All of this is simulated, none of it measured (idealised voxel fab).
process module | voxel spacer lines
cross-section cut | 300 nm wide | cells 5 nm
A cross-section is a grid of square cells, given in bands from the top down. A band is one or more rows of cells.
Each band's line starts with the height of the band's top and of its bottom, in nm. Then come its materials from left to right, each with its width in nm. One material with "throughout" fills the band from edge to edge. "air" is empty space.
Height 0 is the level under which the wafer as received is all one material. The lowest band goes on downwards, as in "0 down".
A width such as "30 to 40" changes by the same amount from each row of cells to the next, from the band's top row to its bottom row.
"no change" after a step means that no cell of the cross-section changed.
closed voids: empty space of 8 cells or more with no open way to the top, each as width x height at its distance from the left edge, in nm
after a step's settings: what the simulator itself notes on the step
overlay nm, on a step with a mask: how far to the right of its planned place the mask lay; to the left if negative
plan
1 op RECEIVE | material Si
2 op CONFORMAL_DEP | material Al2O3 | thk nm 5
3 op DIRECTIONAL_DEP | material TiN | thk nm 15
4 op DIRECTIONAL_DEP | material aC | thk nm 25
5 op PATTERN | tone cover | mask id MANDREL | material resist | width nm 15 | pitch nm 60 | thk nm 30 | overlay nm 0
6 op DIRECTIONAL_ETCH | etch materials aC | depth nm 25
7 op STRIP | etch materials resist
8 op CONFORMAL_DEP | material SiO2 | thk nm 15
9 op DIRECTIONAL_ETCH | etch materials SiO2 | depth nm 15
10 op STRIP | etch materials aC
11 op DIRECTIONAL_ETCH | etch materials TiN | depth nm 15
12 op STRIP | etch materials SiO2
as received, after step 1
  0 down: Si throughout
  closed voids: none
first wafer at the end, as planned
  20 to 5: air 95 | TiN 15 | air 15 | TiN 15 | air 15 | TiN 15 | air 15 | TiN 15 | air 100
  5 to 0: Al2O3 throughout
  0 down: Si throughout
  closed voids: none
second wafer at the end: like start, like plan, one mistake
  15 to 0: air 95 | TiN 15 | air 15 | TiN 15 | air 15 | TiN 15 | air 15 | TiN 15 | air 100
  0 down: Si throughout
  closed voids: none
what went wrong: step 2 was left out
at the end the second wafer has, in cells: 60 fewer of Al2O3
